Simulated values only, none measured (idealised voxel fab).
Process module in this document: voxel plated lines
Cross-sectional view cut (width: 270 nm; square cell size: 5 nm).
A cross-section is a grid of square cells, given in bands from the top down. A band is one or more rows of cells.
Look at the band entry: it leads with the top's height and the bottom's height in nm. Then it lists the materials left to right, with a width in nm for each. The word "all across" on a single material says that material fills the band edge to edge. The word "blank" is empty space.
It should be noted that heights are counted from 0, beneath which the wafer as supplied is of one material throughout, and that the lowest band possesses no lower boundary but continues downward, as written in "top 0, no bottom".
You'd read "30 to 40" like this: the band's top row of cells is as wide as the first number, its bottom row is as wide as the second, and going down, every row changes width by the same amount as the row before did.
"nothing got changed" (step): cross-section cells unchanged, all of them.
What "Fully enclosed voids" gives you is every empty space of 8 cells or more that is cut off from the top. Each appears as width x height at distance, with the distance taken from the left edge and width, height and distance all in nm.
Read whatever lies past the settings on a step's line as the simulator's own remark about the step.
"overlay nm" answers the question of how far to the right of plan the mask lay on a step that has a mask, and when it is negative the answer is to the left.
Quick note on how to read the rest: it's all pairs. You get the cross-section before a process step and the one after, but the after one only goes down as far as the lowest band that changed. The step in between, with its settings, sits under the pair. Heads up, the pairs can come from different runs of this module on the same starting wafer, so don't assume a pair picks up from the one above unless its "Pre-step condition" entry says it does.
# Pre-step condition
- top 0, no bottom = Si all across
- Fully enclosed voids: none
# Resultant Cross-Section
- top 5, bottom 0 = SiN all across
- below 0: unchanged
- Fully enclosed voids: none
The cross-sections above show the structure before and after this step: CONFORMAL_DEP,material SiN,thk nm 5
Pre-step condition: For the state before this step, see the after cross-section of the pair located directly above.
# Resultant Cross-Section
- top 10, bottom 5 = TiN all across
- below 5: unchanged
- Fully enclosed voids: none
The cross-sections above show the structure before and after this step: DIRECTIONAL_DEP,material TiN,thk nm 5
Pre-step condition: For the state before this step, see the after cross-section of the pair located directly above.
# Resultant Cross-Section
- top 30, bottom 10 = resist 105 nm, blank 20 nm, resist 20 nm, blank 20 nm, resist 105 nm
- below 10: unchanged
- Fully enclosed voids: none
The cross-sections above show the structure before and after this step: PATTERN,tone open,mask id LINES,material resist,width nm 20,pitch nm 40,thk nm 20,overlay nm 0
Pre-step condition: For the state before this step, see the after cross-section of the pair located directly above.
# Resultant Cross-Section
- top 30, bottom 15 = resist 105 nm, blank 20 nm, resist 20 nm, blank 20 nm, resist 105 nm
- top 15, bottom 10 = resist 105 nm, Ru 20 nm, resist 20 nm, Ru 20 nm, resist 105 nm
- below 10: unchanged
- Fully enclosed voids: none
The cross-sections above show the structure before and after this step: EPI,material Ru,thk nm 5
Pre-step condition: For the state before this step, see the after cross-section of the pair located directly above.
# Resultant Cross-Section
- top 15, bottom 10 = blank 105 nm, Ru 20 nm, blank 20 nm, Ru 20 nm, blank 105 nm
- below 10: unchanged
- Fully enclosed voids: none
The cross-sections above show the structure before and after this step: STRIP,etch materials resist
Pre-step condition: For the state before this step, see the after cross-section of the pair located directly above.
# Resultant Cross-Section
- top 15, bottom 10 = blank 105 nm, Ru 20 nm, blank 20 nm, Ru 20 nm, blank 105 nm
- top 10, bottom 5 = blank 105 nm, TiN 20 nm, blank 20 nm, TiN 20 nm, blank 105 nm
- below 5: unchanged
- Fully enclosed voids: none
The cross-sections above show the structure before and after this step: DIRECTIONAL_ETCH,etch materials TiN,depth nm 5
Pre-step condition: For the state before this step, see the after cross-section of the pair located directly above.
# Resultant Cross-Section
- top 20, bottom 15 = blank 100 nm, SiCN 30 nm, blank 10 nm, SiCN 30 nm, blank 100 nm
- top 15, bottom 10 = blank 100 nm, SiCN 5 nm, Ru 20 nm, SiCN 5 nm, blank 10 nm, SiCN 5 nm, Ru 20 nm, SiCN 5 nm, blank 100 nm
- top 10, bottom 5 = SiCN 105 nm, TiN 20 nm, SiCN 20 nm, TiN 20 nm, SiCN 105 nm
- below 5: unchanged
- Fully enclosed voids: none
The cross-sections above show the structure before and after this step: CONFORMAL_DEP,material SiCN,thk nm 5
# Pre-step condition
- top 0, no bottom = Si all across
- Fully enclosed voids: none
# Resultant Cross-Section
- top 5, bottom 0 = TiN all across
- below 0: unchanged
- Fully enclosed voids: none
The cross-sections above show the structure before and after this step: DIRECTIONAL_DEP,material TiN,thk nm 5
Pre-step condition: For the state before this step, see the after cross-section of the pair located directly above.
# Resultant Cross-Section
- top 25, bottom 5 = resist 105 nm, blank 20 nm, resist 20 nm, blank 20 nm, resist 105 nm
- below 5: unchanged
- Fully enclosed voids: none
The cross-sections above show the structure before and after this step: PATTERN,tone open,mask id LINES,material resist,width nm 20,pitch nm 40,thk nm 20,overlay nm 0
Pre-step condition: For the state before this step, see the after cross-section of the pair located directly above.
# Resultant Cross-Section
- top 25, bottom 10 = resist 105 nm, blank 20 nm, resist 20 nm, blank 20 nm, resist 105 nm
- top 10, bottom 5 = resist 105 nm, Ru 20 nm, resist 20 nm, Ru 20 nm, resist 105 nm
- below 5: unchanged
- Fully enclosed voids: none
The cross-sections above show the structure before and after this step: EPI,material Ru,thk nm 5
Pre-step condition: For the state before this step, see the after cross-section of the pair located directly above.
# Resultant Cross-Section
- top 10, bottom 5 = blank 105 nm, Ru 20 nm, blank 20 nm, Ru 20 nm, blank 105 nm
- below 5: unchanged
- Fully enclosed voids: none
The cross-sections above show the structure before and after this step: STRIP,etch materials resist
Pre-step condition: For the state before this step, see the after cross-section of the pair located directly above.
# Resultant Cross-Section
- top 10, bottom 5 = blank 105 nm, Ru 20 nm, blank 20 nm, Ru 20 nm, blank 105 nm
- top 5, bottom 0 = blank 105 nm, TiN 20 nm, blank 20 nm, TiN 20 nm, blank 105 nm
- below 0: unchanged
- Fully enclosed voids: none
The cross-sections above show the structure before and after this step: DIRECTIONAL_ETCH,etch materials TiN,depth nm 5
Pre-step condition: For the state before this step, see the after cross-section of the pair located directly above.
# Resultant Cross-Section
- top 15, bottom 10 = blank 100 nm, SiCN 30 nm, blank 10 nm, SiCN 30 nm, blank 100 nm
- top 10, bottom 5 = blank 100 nm, SiCN 5 nm, Ru 20 nm, SiCN 5 nm, blank 10 nm, SiCN 5 nm, Ru 20 nm, SiCN 5 nm, blank 100 nm
- top 5, bottom 0 = SiCN 105 nm, TiN 20 nm, SiCN 20 nm, TiN 20 nm, SiCN 105 nm
- below 0: unchanged
- Fully enclosed voids: none
The cross-sections above show the structure before and after this step: CONFORMAL_DEP,material SiCN,thk nm 5
# Pre-step condition
- top 5, bottom 0 = TiN all across
- top 0, no bottom = Si all across
- Fully enclosed voids: none
# Resultant Cross-Section
- top 10, bottom 5 = SiN all across
- below 5: unchanged
- Fully enclosed voids: none
The cross-sections above show the structure before and after this step: CONFORMAL_DEP,material SiN,thk nm 5
Pre-step condition: For the state before this step, see the after cross-section of the pair located directly above.
# Resultant Cross-Section
- top 30, bottom 10 = resist 105 nm, blank 20 nm, resist 20 nm, blank 20 nm, resist 105 nm
- below 10: unchanged
- Fully enclosed voids: none
The cross-sections above show the structure before and after this step: PATTERN,tone open,mask id LINES,material resist,width nm 20,pitch nm 40,thk nm 20,overlay nm 0
Pre-step condition: For the state before this step, see the after cross-section of the pair located directly above.
# Resultant Cross-Section
- top 10, bottom 5 = SiN all across
- below 5: unchanged
- Fully enclosed voids: none
The cross-sections above show the structure before and after this step: STRIP,etch materials resist
Pre-step condition: For the state before this step, see the after cross-section of the pair located directly above.
# Resultant Cross-Section
- top 15, bottom 10 = SiCN all across
- below 10: unchanged
- Fully enclosed voids: none
The cross-sections above show the structure before and after this step: CONFORMAL_DEP,material SiCN,thk nm 5
# Pre-step condition
- top 5, bottom 0 = SiN all across
- top 0, no bottom = Si all across
- Fully enclosed voids: none
# Resultant Cross-Section
- top 20, bottom 5 = TiN all across
- below 5: unchanged
- Fully enclosed voids: none
The cross-sections above show the structure before and after this step: DIRECTIONAL_DEP,material TiN,thk nm 15
Pre-step condition: For the state before this step, see the after cross-section of the pair located directly above.
# Resultant Cross-Section
- top 40, bottom 20 = resist 105 nm, blank 20 nm, resist 20 nm, blank 20 nm, resist 105 nm
- below 20: unchanged
- Fully enclosed voids: none
The cross-sections above show the structure before and after this step: PATTERN,tone open,mask id LINES,material resist,width nm 20,pitch nm 40,thk nm 20,overlay nm 0
Pre-step condition: For the state before this step, see the after cross-section of the pair located directly above.
# Resultant Cross-Section
- top 40, bottom 25 = resist 105 nm, blank 20 nm, resist 20 nm, blank 20 nm, resist 105 nm
- top 25, bottom 20 = resist 105 nm, Ru 20 nm, resist 20 nm, Ru 20 nm, resist 105 nm
- below 20: unchanged
- Fully enclosed voids: none
The cross-sections above show the structure before and after this step: EPI,material Ru,thk nm 5
Pre-step condition: For the state before this step, see the after cross-section of the pair located directly above.
# Resultant Cross-Section
- top 25, bottom 20 = blank 105 nm, Ru 20 nm, blank 20 nm, Ru 20 nm, blank 105 nm
- below 20: unchanged
- Fully enclosed voids: none
The cross-sections above show the structure before and after this step: STRIP,etch materials resist
Pre-step condition: For the state before this step, see the after cross-section of the pair located directly above.
# Resultant Cross-Section
- top 25, bottom 20 = blank 105 nm, Ru 20 nm, blank 20 nm, Ru 20 nm, blank 105 nm
- top 20, bottom 15 = blank 105 nm, TiN 20 nm, blank 20 nm, TiN 20 nm, blank 105 nm
- below 15: unchanged
- Fully enclosed voids: none
The cross-sections above show the structure before and after this step: DIRECTIONAL_ETCH,etch materials TiN,depth nm 5
Pre-step condition: For the state before this step, see the after cross-section of the pair located directly above.
# Resultant Cross-Section
- top 30, bottom 25 = blank 100 nm, SiCN 30 nm, blank 10 nm, SiCN 30 nm, blank 100 nm
- top 25, bottom 20 = blank 100 nm, SiCN 5 nm, Ru 20 nm, SiCN 5 nm, blank 10 nm, SiCN 5 nm, Ru 20 nm, SiCN 5 nm, blank 100 nm
- top 20, bottom 15 = SiCN 105 nm, TiN 20 nm, SiCN 20 nm, TiN 20 nm, SiCN 105 nm
- below 15: unchanged
- Fully enclosed voids: none
The cross-sections above show the structure before and after this step: CONFORMAL_DEP,material SiCN,thk nm 5
# Pre-step condition
- top 10, bottom 5 = TiN all across
- top 5, bottom 0 = SiN all across
- top 0, no bottom = Si all across
- Fully enclosed voids: none
# Resultant Cross-Section
- top 30, bottom 10 = resist 105 nm, blank 25 nm, resist 15 nm, blank 25 nm, resist 100 nm
- below 10: unchanged
- Fully enclosed voids: none
The cross-sections above show the structure before and after this step: PATTERN,tone open,mask id LINES,material resist,width nm 25,pitch nm 40,thk nm 20,overlay nm 0
Pre-step condition: For the state before this step, see the after cross-section of the pair located directly above.
# Resultant Cross-Section
- top 30, bottom 15 = resist 105 nm, blank 25 nm, resist 15 nm, blank 25 nm, resist 100 nm
- top 15, bottom 10 = resist 105 nm, Ru 25 nm, resist 15 nm, Ru 25 nm, resist 100 nm
- below 10: unchanged
- Fully enclosed voids: none
The cross-sections above show the structure before and after this step: EPI,material Ru,thk nm 5
Pre-step condition: For the state before this step, see the after cross-section of the pair located directly above.
# Resultant Cross-Section
- top 15, bottom 10 = blank 105 nm, Ru 25 nm, blank 15 nm, Ru 25 nm, blank 100 nm
- below 10: unchanged
- Fully enclosed voids: none
The cross-sections above show the structure before and after this step: STRIP,etch materials resist
Pre-step condition: For the state before this step, see the after cross-section of the pair located directly above.
# Resultant Cross-Section
- top 15, bottom 10 = blank 105 nm, Ru 25 nm, blank 15 nm, Ru 25 nm, blank 100 nm
- top 10, bottom 5 = blank 105 nm, TiN 25 nm, blank 15 nm, TiN 25 nm, blank 100 nm
- below 5: unchanged
- Fully enclosed voids: none
The cross-sections above show the structure before and after this step: DIRECTIONAL_ETCH,etch materials TiN,depth nm 5
Pre-step condition: For the state before this step, see the after cross-section of the pair located directly above.
# Resultant Cross-Section
- top 20, bottom 15 = blank 100 nm, SiCN 35 nm, blank 5 nm, SiCN 35 nm, blank 95 nm
- top 15, bottom 10 = blank 100 nm, SiCN 5 nm, Ru 25 nm, SiCN 5 nm, blank 5 nm, SiCN 5 nm, Ru 25 nm, SiCN 5 nm, blank 95 nm
- top 10, bottom 5 = SiCN 105 nm, TiN 25 nm, SiCN 15 nm, TiN 25 nm, SiCN 100 nm
- below 5: unchanged
- Fully enclosed voids: none
The cross-sections above show the structure before and after this step: CONFORMAL_DEP,material SiCN,thk nm 5
# Pre-step condition
- top 10, bottom 5 = TiN all across
- top 5, bottom 0 = SiN all across
- top 0, no bottom = Si all across
- Fully enclosed voids: none
# Resultant Cross-Section
- top 30, bottom 10 = resist 110 nm, blank 20 nm, resist 20 nm, blank 20 nm, resist 100 nm
- below 10: unchanged
- Fully enclosed voids: none
The cross-sections above show the structure before and after this step: PATTERN,tone open,mask id LINES,material resist,width nm 20,pitch nm 40,thk nm 20,overlay nm 5
Pre-step condition: For the state before this step, see the after cross-section of the pair located directly above.
# Resultant Cross-Section
- top 30, bottom 15 = resist 110 nm, blank 20 nm, resist 20 nm, blank 20 nm, resist 100 nm
- top 15, bottom 10 = resist 110 nm, Ru 20 nm, resist 20 nm, Ru 20 nm, resist 100 nm
- below 10: unchanged
- Fully enclosed voids: none
The cross-sections above show the structure before and after this step: EPI,material Ru,thk nm 5
Pre-step condition: For the state before this step, see the after cross-section of the pair located directly above.
# Resultant Cross-Section
- top 15, bottom 10 = blank 110 nm, Ru 20 nm, blank 20 nm, Ru 20 nm, blank 100 nm
- below 10: unchanged
- Fully enclosed voids: none
The cross-sections above show the structure before and after this step: STRIP,etch materials resist
Pre-step condition: For the state before this step, see the after cross-section of the pair located directly above.
# Resultant Cross-Section
- top 15, bottom 10 = blank 110 nm, Ru 20 nm, blank 20 nm, Ru 20 nm, blank 100 nm
- top 10, bottom 5 = blank 110 nm, TiN 20 nm, blank 20 nm, TiN 20 nm, blank 100 nm
- below 5: unchanged
- Fully enclosed voids: none
The cross-sections above show the structure before and after this step: DIRECTIONAL_ETCH,etch materials TiN,depth nm 5
Pre-step condition: For the state before this step, see the after cross-section of the pair located directly above.
# Resultant Cross-Section
- top 20, bottom 15 = blank 105 nm, SiCN 30 nm, blank 10 nm, SiCN 30 nm, blank 95 nm
- top 15, bottom 10 = blank 105 nm, SiCN 5 nm, Ru 20 nm, SiCN 5 nm, blank 10 nm, SiCN 5 nm, Ru 20 nm, SiCN 5 nm, blank 95 nm
- top 10, bottom 5 = SiCN 110 nm, TiN 20 nm, SiCN 20 nm, TiN 20 nm, SiCN 100 nm
- below 5: unchanged
- Fully enclosed voids: none
The cross-sections above show the structure before and after this step: CONFORMAL_DEP,material SiCN,thk nm 5
# Pre-step condition
- top 0, no bottom = Si all across
- Fully enclosed voids: none
# Resultant Cross-Section
- top 5, bottom 0 = SiCN all across
- below 0: unchanged
- Fully enclosed voids: none
The cross-sections above show the structure before and after this step: CONFORMAL_DEP,material SiCN,thk nm 5
Pre-step condition: For the state before this step, see the after cross-section of the pair located directly above.
# Resultant Cross-Section
- top 10, bottom 5 = TiN all across
- below 5: unchanged
- Fully enclosed voids: none
The cross-sections above show the structure before and after this step: DIRECTIONAL_DEP,material TiN,thk nm 5
Pre-step condition: For the state before this step, see the after cross-section of the pair located directly above.
# Resultant Cross-Section
- top 30, bottom 10 = resist 105 nm, blank 20 nm, resist 20 nm, blank 20 nm, resist 105 nm
- below 10: unchanged
- Fully enclosed voids: none
The cross-sections above show the structure before and after this step: PATTERN,tone open,mask id LINES,material resist,width nm 20,pitch nm 40,thk nm 20,overlay nm 0
Pre-step condition: For the state before this step, see the after cross-section of the pair located directly above.
# Resultant Cross-Section
- top 30, bottom 15 = resist 105 nm, blank 20 nm, resist 20 nm, blank 20 nm, resist 105 nm
- top 15, bottom 10 = resist 105 nm, Ru 20 nm, resist 20 nm, Ru 20 nm, resist 105 nm
- below 10: unchanged
- Fully enclosed voids: none
The cross-sections above show the structure before and after this step: EPI,material Ru,thk nm 5
Pre-step condition: For the state before this step, see the after cross-section of the pair located directly above.
# Resultant Cross-Section
- top 15, bottom 10 = blank 105 nm, Ru 20 nm, blank 20 nm, Ru 20 nm, blank 105 nm
- below 10: unchanged
- Fully enclosed voids: none
The cross-sections above show the structure before and after this step: STRIP,etch materials resist
Pre-step condition: For the state before this step, see the after cross-section of the pair located directly above.
# Resultant Cross-Section
- top 15, bottom 10 = blank 105 nm, Ru 20 nm, blank 20 nm, Ru 20 nm, blank 105 nm
- top 10, bottom 5 = blank 105 nm, TiN 20 nm, blank 20 nm, TiN 20 nm, blank 105 nm
- below 5: unchanged
- Fully enclosed voids: none
The cross-sections above show the structure before and after this step: DIRECTIONAL_ETCH,etch materials TiN,depth nm 5
Pre-step condition: For the state before this step, see the after cross-section of the pair located directly above.
# Resultant Cross-Section
- top 20, bottom 15 = blank 100 nm, SiCN 30 nm, blank 10 nm, SiCN 30 nm, blank 100 nm
- top 15, bottom 10 = blank 100 nm, SiCN 5 nm, Ru 20 nm, SiCN 5 nm, blank 10 nm, SiCN 5 nm, Ru 20 nm, SiCN 5 nm, blank 100 nm
- top 10, bottom 5 = SiCN 105 nm, TiN 20 nm, SiCN 20 nm, TiN 20 nm, SiCN 105 nm
- below 5: unchanged
- Fully enclosed voids: none
The cross-sections above show the structure before and after this step: CONFORMAL_DEP,material SiCN,thk nm 5
# Pre-step condition
- top 10, bottom 5 = TiN all across
- top 5, bottom 0 = SiN all across
- top 0, no bottom = Si all across
- Fully enclosed voids: none
# Resultant Cross-Section
- top 30, bottom 10 = blank 105 nm, resist 20 nm, blank 20 nm, resist 20 nm, blank 105 nm
- below 10: unchanged
- Fully enclosed voids: none
The cross-sections above show the structure before and after this step: PATTERN,tone cover,mask id LINES,material resist,width nm 20,pitch nm 40,thk nm 20,overlay nm 0
Pre-step condition: For the state before this step, see the after cross-section of the pair located directly above.
# Resultant Cross-Section
- top 30, bottom 15 = blank 105 nm, resist 20 nm, blank 20 nm, resist 20 nm, blank 105 nm
- top 15, bottom 10 = Ru 105 nm, resist 20 nm, Ru 20 nm, resist 20 nm, Ru 105 nm
- below 10: unchanged
- Fully enclosed voids: none
The cross-sections above show the structure before and after this step: EPI,material Ru,thk nm 5
Pre-step condition: For the state before this step, see the after cross-section of the pair located directly above.
# Resultant Cross-Section
- top 15, bottom 10 = Ru 105 nm, blank 20 nm, Ru 20 nm, blank 20 nm, Ru 105 nm
- below 10: unchanged
- Fully enclosed voids: none
The cross-sections above show the structure before and after this step: STRIP,etch materials resist
Pre-step condition: For the state before this step, see the after cross-section of the pair located directly above.
# Resultant Cross-Section
- top 15, bottom 10 = Ru 105 nm, blank 20 nm, Ru 20 nm, blank 20 nm, Ru 105 nm
- top 10, bottom 5 = TiN 105 nm, blank 20 nm, TiN 20 nm, blank 20 nm, TiN 105 nm
- below 5: unchanged
- Fully enclosed voids: none
The cross-sections above show the structure before and after this step: DIRECTIONAL_ETCH,etch materials TiN,depth nm 5
Pre-step condition: For the state before this step, see the after cross-section of the pair located directly above.
# Resultant Cross-Section
- top 20, bottom 15 = SiCN 110 nm, blank 10 nm, SiCN 30 nm, blank 10 nm, SiCN 110 nm
- top 15, bottom 10 = Ru 105 nm, SiCN 5 nm, blank 10 nm, SiCN 5 nm, Ru 20 nm, SiCN 5 nm, blank 10 nm, SiCN 5 nm, Ru 105 nm
- top 10, bottom 5 = TiN 105 nm, SiCN 20 nm, TiN 20 nm, SiCN 20 nm, TiN 105 nm
- below 5: unchanged
- Fully enclosed voids: none
The cross-sections above show the structure before and after this step: CONFORMAL_DEP,material SiCN,thk nm 5
